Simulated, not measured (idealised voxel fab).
Title: Process Module voxel self aligned vias
In the cross-section labelled cut, the width is 230 nm and each square cell is 5 nm.
Heads up, the way a cross-section reads in here is a grid of square cells, handed over as bands from the top down, with every band being one or more rows of cells. Band: top and bottom heights (nm) first, top before bottom; then materials from left to right, widths in nm. "everywhere" marks a sole material filling the band edge to edge. "air" denotes empty space. Ref level 0: as-received wafer is one material below here. Bottom band extends down with no lower bound ("0..down"). Width "30->40": first value at the band's top row of cells, second value at its bottom row, equal change from row to row. Step note "remained the same" = no cross-section cell changed. For the entry "closed voids", the listed items are empty spaces with no open way to the top whose size is 8 cells or more; each item follows the pattern width x height at distance, where distance is from the left edge and all three are in nm. Heads up: the bit after the settings on a step's line is the simulator's remark on that step. "overlay nm" on a masked step: distance the mask lay right of its planned place, negative for left.

Below is the list of planned process steps:
1. op RECEIVE | material Si
2. op CONFORMAL_DEP | material SiO2 | thk nm 10
3. op CONFORMAL_DEP | material SiCN | thk nm 5
4. op DIRECTIONAL_DEP | material SiO2 | thk nm 25
5. op PATTERN | tone open | mask id LINES | material resist | width nm 20 | pitch nm 55 | thk nm 20 | overlay nm 0
6. op DIRECTIONAL_ETCH | etch materials SiO2 | depth nm 25
7. op STRIP | etch materials resist
8. op CONFORMAL_DEP | material TiN | thk nm 5
9. op FILL_DEP | material W | thk nm 5
10. op CMP | height nm 40
11. op SELECTIVE_ETCH | etch materials W Ru TiN | depth nm 10
12. op FILL_DEP | material SiN | thk nm 10
13. op CMP | height nm 40
14. op DIRECTIONAL_DEP | material SiO2 | thk nm 20
15. op DIRECTIONAL_DEP | material aC | thk nm 15
16. op PATTERN | tone open | mask id VIAS | material resist | width nm 40 | pitch nm 55 | thk nm 30 | overlay nm 0
17. op DIRECTIONAL_ETCH | etch materials aC | depth nm 15
18. op STRIP | etch materials resist
19. op DIRECTIONAL_ETCH | etch materials SiO2 | depth nm 20
20. op DIRECTIONAL_ETCH | etch materials SiN | depth nm 10
21. op STRIP | etch materials aC
22. op CONFORMAL_DEP | material TiN | thk nm 5
23. op FILL_DEP | material Ru | thk nm 5
24. op CMP | height nm 60
25. op CONFORMAL_DEP | material SiCN | thk nm 5

Run as planned: first of two wafers:

Incoming wafer, cross-sectional view, post step 1:
    0..down  Si everywhere
    closed voids: none

After step 2: wafer cross-section:
    10..0  SiO2 everywhere
    Lower than 0, everything is as it was.

After step 3: wafer cross-section:
    15..10  SiCN everywhere
    Lower than 10, everything is as it was.

After step 4: wafer cross-section:
    40..15  SiO2 everywhere
    Lower than 15, everything is as it was.

After step 5: wafer cross-section:
    60..40  75 nm resist / 20 nm air / 35 nm resist / 20 nm air / 80 nm resist
    Lower than 40, everything is as it was.

After step 6: wafer cross-section:
    60..40  75 nm resist / 20 nm air / 35 nm resist / 20 nm air / 80 nm resist
    40..15  75 nm SiO2 / 20 nm air / 35 nm SiO2 / 20 nm air / 80 nm SiO2
    Lower than 15, everything is as it was.

After step 7: wafer cross-section:
    40..15  75 nm SiO2 / 20 nm air / 35 nm SiO2 / 20 nm air / 80 nm SiO2
    Lower than 15, everything is as it was.

After step 8: wafer cross-section:
    45..40  80 nm TiN / 10 nm air / 45 nm TiN / 10 nm air / 85 nm TiN
    40..20  75 nm SiO2 / 5 nm TiN / 10 nm air / 5 nm TiN / 35 nm SiO2 / 5 nm TiN / 10 nm air / 5 nm TiN / 80 nm SiO2
    20..15  75 nm SiO2 / 20 nm TiN / 35 nm SiO2 / 20 nm TiN / 80 nm SiO2
    Lower than 15, everything is as it was.

After step 9: wafer cross-section:
    50..45  W everywhere
    45..40  80 nm TiN / 10 nm W / 45 nm TiN / 10 nm W / 85 nm TiN
    40..20  75 nm SiO2 / 5 nm TiN / 10 nm W / 5 nm TiN / 35 nm SiO2 / 5 nm TiN / 10 nm W / 5 nm TiN / 80 nm SiO2
    Lower than 20, everything is as it was.

After step 10: wafer cross-section:
    40..20  75 nm SiO2 / 5 nm TiN / 10 nm W / 5 nm TiN / 35 nm SiO2 / 5 nm TiN / 10 nm W / 5 nm TiN / 80 nm SiO2
    Lower than 20, everything is as it was.

After step 11: wafer cross-section:
    40..30  75 nm SiO2 / 20 nm air / 35 nm SiO2 / 20 nm air / 80 nm SiO2
    Lower than 30, everything is as it was.

After step 12: wafer cross-section:
    50..40  SiN everywhere
    40..30  75 nm SiO2 / 20 nm SiN / 35 nm SiO2 / 20 nm SiN / 80 nm SiO2
    Lower than 30, everything is as it was.

After step 13: wafer cross-section:
    40..30  75 nm SiO2 / 20 nm SiN / 35 nm SiO2 / 20 nm SiN / 80 nm SiO2
    Lower than 30, everything is as it was.

After step 14: wafer cross-section:
    60..40  SiO2 everywhere
    Lower than 40, everything is as it was.

After step 15: wafer cross-section:
    75..60  aC everywhere
    Lower than 60, everything is as it was.

After step 16: wafer cross-section:
    105..75  65 nm resist / 40 nm air / 15 nm resist / 40 nm air / 70 nm resist
    Lower than 75, everything is as it was.

After step 17: wafer cross-section:
    90..75  65 nm resist / 40 nm air / 15 nm resist / 40 nm air / 70 nm resist
    75..60  65 nm aC / 40 nm air / 15 nm aC / 40 nm air / 70 nm aC
    Lower than 60, everything is as it was.

After step 18: wafer cross-section:
    75..60  65 nm aC / 40 nm air / 15 nm aC / 40 nm air / 70 nm aC
    Lower than 60, everything is as it was.

After step 19: wafer cross-section:
    75..60  65 nm aC / 40 nm air / 15 nm aC / 40 nm air / 70 nm aC
    60..40  65 nm SiO2 / 40 nm air / 15 nm SiO2 / 40 nm air / 70 nm SiO2
    Lower than 40, everything is as it was.

After step 20: wafer cross-section:
    75..60  65 nm aC / 40 nm air / 15 nm aC / 40 nm air / 70 nm aC
    60..40  65 nm SiO2 / 40 nm air / 15 nm SiO2 / 40 nm air / 70 nm SiO2
    40..30  75 nm SiO2 / 20 nm air / 35 nm SiO2 / 20 nm air / 80 nm SiO2
    Lower than 30, everything is as it was.

After step 21: wafer cross-section:
    60..40  65 nm SiO2 / 40 nm air / 15 nm SiO2 / 40 nm air / 70 nm SiO2
    Lower than 40, everything is as it was.

After step 22: wafer cross-section:
    65..60  70 nm TiN / 30 nm air / 25 nm TiN / 30 nm air / 75 nm TiN
    60..45  65 nm SiO2 / 5 nm TiN / 30 nm air / 5 nm TiN / 15 nm SiO2 / 5 nm TiN / 30 nm air / 5 nm TiN / 70 nm SiO2
    45..35  65->75 nm SiO2 / 15->5 nm TiN / 10 nm air / 15->5 nm TiN / 15->35 nm SiO2 / 15->5 nm TiN / 10 nm air / 15->5 nm TiN / 70->80 nm SiO2
    35..30  75 nm SiO2 / 20 nm TiN / 35 nm SiO2 / 20 nm TiN / 80 nm SiO2
    Lower than 30, everything is as it was.

After step 23: wafer cross-section:
    70..65  Ru everywhere
    65..60  70 nm TiN / 30 nm Ru / 25 nm TiN / 30 nm Ru / 75 nm TiN
    60..45  65 nm SiO2 / 5 nm TiN / 30 nm Ru / 5 nm TiN / 15 nm SiO2 / 5 nm TiN / 30 nm Ru / 5 nm TiN / 70 nm SiO2
    45..35  65->75 nm SiO2 / 15->5 nm TiN / 10 nm Ru / 15->5 nm TiN / 15->35 nm SiO2 / 15->5 nm TiN / 10 nm Ru / 15->5 nm TiN / 70->80 nm SiO2
    Lower than 35, everything is as it was.

After step 24: wafer cross-section:
    60..45  65 nm SiO2 / 5 nm TiN / 30 nm Ru / 5 nm TiN / 15 nm SiO2 / 5 nm TiN / 30 nm Ru / 5 nm TiN / 70 nm SiO2
    Lower than 45, everything is as it was.

After step 25: wafer cross-section:
    65..60  SiCN everywhere
    Lower than 60, everything is as it was.

For the second wafer, take the first wafer's start and plan, then add one mistake made in running it; everything through step 18, that step included, is shared with the first:

Second wafer profile in section, at the moment step 19 of the plan was meant to be complete:
    75..60  65 nm aC / 40 nm air / 15 nm aC / 40 nm air / 70 nm aC
    60..40  65 nm SiO2 / 40 nm air / 15 nm SiO2 / 40 nm air / 70 nm SiO2
    40..30  65 nm SiO2 / 10 nm air / 20 nm SiN / 10 nm air / 15 nm SiO2 / 10 nm air / 20 nm SiN / 10 nm air / 70 nm SiO2
    30..20  65 nm SiO2 / 10 nm air / 5 nm TiN / 10 nm W / 5 nm TiN / 10 nm air / 15 nm SiO2 / 10 nm air / 5 nm TiN / 10 nm W / 5 nm TiN / 10 nm air / 70 nm SiO2
    Lower than 20, everything is as it was.

Second wafer profile in section, at the moment step 20 of the plan was meant to be complete:
    75..60  65 nm aC / 40 nm air / 15 nm aC / 40 nm air / 70 nm aC
    60..30  65 nm SiO2 / 40 nm air / 15 nm SiO2 / 40 nm air / 70 nm SiO2
    Lower than 30, everything is as it was.

Second wafer profile in section, at the moment step 21 of the plan was meant to be complete:
    60..30  65 nm SiO2 / 40 nm air / 15 nm SiO2 / 40 nm air / 70 nm SiO2
    Lower than 30, everything is as it was.

Second wafer profile in section, at the moment step 22 of the plan was meant to be complete:
    65..60  70 nm TiN / 30 nm air / 25 nm TiN / 30 nm air / 75 nm TiN
    60..35  65 nm SiO2 / 5 nm TiN / 30 nm air / 5 nm TiN / 15 nm SiO2 / 5 nm TiN / 30 nm air / 5 nm TiN / 70 nm SiO2
    35..30  65 nm SiO2 / 40 nm TiN / 15 nm SiO2 / 40 nm TiN / 70 nm SiO2
    30..20  65 nm SiO2 / 15 nm TiN / 10 nm W / 15 nm TiN / 15 nm SiO2 / 15 nm TiN / 10 nm W / 15 nm TiN / 70 nm SiO2
    Lower than 20, everything is as it was.

Second wafer profile in section, at the moment step 23 of the plan was meant to be complete:
    70..65  Ru everywhere
    65..60  70 nm TiN / 30 nm Ru / 25 nm TiN / 30 nm Ru / 75 nm TiN
    60..35  65 nm SiO2 / 5 nm TiN / 30 nm Ru / 5 nm TiN / 15 nm SiO2 / 5 nm TiN / 30 nm Ru / 5 nm TiN / 70 nm SiO2
    Lower than 35, everything is as it was.

Second wafer profile in section, at the moment step 24 of the plan was meant to be complete:
    60..35  65 nm SiO2 / 5 nm TiN / 30 nm Ru / 5 nm TiN / 15 nm SiO2 / 5 nm TiN / 30 nm Ru / 5 nm TiN / 70 nm SiO2
    Lower than 35, everything is as it was.

Second wafer profile in section, at the moment step 25 of the plan was meant to be complete:
    65..60  SiCN everywhere
    Lower than 60, everything is as it was.
What was done differently from what was planned? step 19 of the plan was carried out twice
The closing comparison, in cells, has the second wafer with more or fewer of some materials than the first: Ru +16; SiO2 -32; TiN +16
